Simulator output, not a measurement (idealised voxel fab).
Presented below is a process module, voxel plated lines.
Square cells of 5 nm make up the cross-section cut, whose width is 270 nm.
The cross-sections in this document take the form of a grid made of square cells. They are written out as bands, in order from top to bottom. Each band consists of one or more rows of cells.
For a band, the entry starts with two heights in nm, that of the top and then that of the bottom, and carries on with the band's materials in order from left to right, each alongside its width in nm; the word "all across" beside a single material means it fills the band edge to edge, and "empty" means empty space.
For the purposes of this specification, 0 denotes the height below which the wafer in its as-received condition is composed wholly of one material, and the lowermost band, lacking a lower limit, extends downward without end, as expressed in "0 and below".
Top row gets the first number, bottom row gets the second, and each row in between changes by the same step: that is how a band width like "30..40" works.
Where a step carries "no alteration", the cross-section came out of it unchanged, cell for cell.
Closed-off voids of 8+ cells (no open route to the top) go in "Sealed void list", written width x height at distance from the left edge, in nm.
The remark found on a step's line after its settings is issued by the simulator itself and pertains to that step.
If you see "overlay nm" on a step's line and that step has a mask, it's telling you how far right of where it was planned the mask ended up; a negative number means it went left instead.

Steps planned for the process
1) RECEIVE, material Si
2) CONFORMAL_DEP, material SiN, thk nm 5
3) DIRECTIONAL_DEP, material TiN, thk nm 5
4) PATTERN, tone open, mask id LINES, material resist, width nm 20, pitch nm 40, thk nm 20, overlay nm 0
5) EPI, material Ru, thk nm 5
6) STRIP, etch materials resist
7) DIRECTIONAL_ETCH, etch materials TiN, depth nm 5
8) CONFORMAL_DEP, material SiCN, thk nm 5

Cross-section of the wafer as it came to us, i.e., already through step 1
  0 and below = Si all across
  Sealed void list: none

Looking at the first of two wafers in cross-section at end of module - ran to plan
  20 down to 15 = empty (100)  SiCN (30)  empty (10)  SiCN (30)  empty (100)
  15 down to 10 = empty (100)  SiCN (5)  Ru (20)  SiCN (5)  empty (10)  SiCN (5)  Ru (20)  SiCN (5)  empty (100)
  10 down to 5 = SiCN (105)  TiN (20)  SiCN (20)  TiN (20)  SiCN (105)
  5 down to 0 = SiN all across
  0 and below = Si all across
  Sealed void list: none

Here's the second of our two wafers sectioned at module end. Same start as the first, same plan, but one mistake got made running it
  20 down to 15 = empty (100)  SiCN (35)  empty (5)  SiCN (35)  empty (95)
  15 down to 10 = empty (100)  SiCN (5)  Ru (25)  SiCN (5)  empty (5)  SiCN (5)  Ru (25)  SiCN (5)  empty (95)
  10 down to 5 = SiCN (105)  TiN (25)  SiCN (15)  TiN (25)  SiCN (100)
  5 down to 0 = SiN all across
  0 and below = Si all across
  Sealed void list: none
Nonconformance to the process plan: the process deviated at step 4: the operation and settings actually run there were PATTERN, tone open, mask id LINES, material resist, width nm 25, pitch nm 40, thk nm 20, overlay nm 0
Once processing is complete, comparing cell counts shows that the second wafer has more or fewer of certain materials than the first: Ru: 2 more | TiN: 2 more
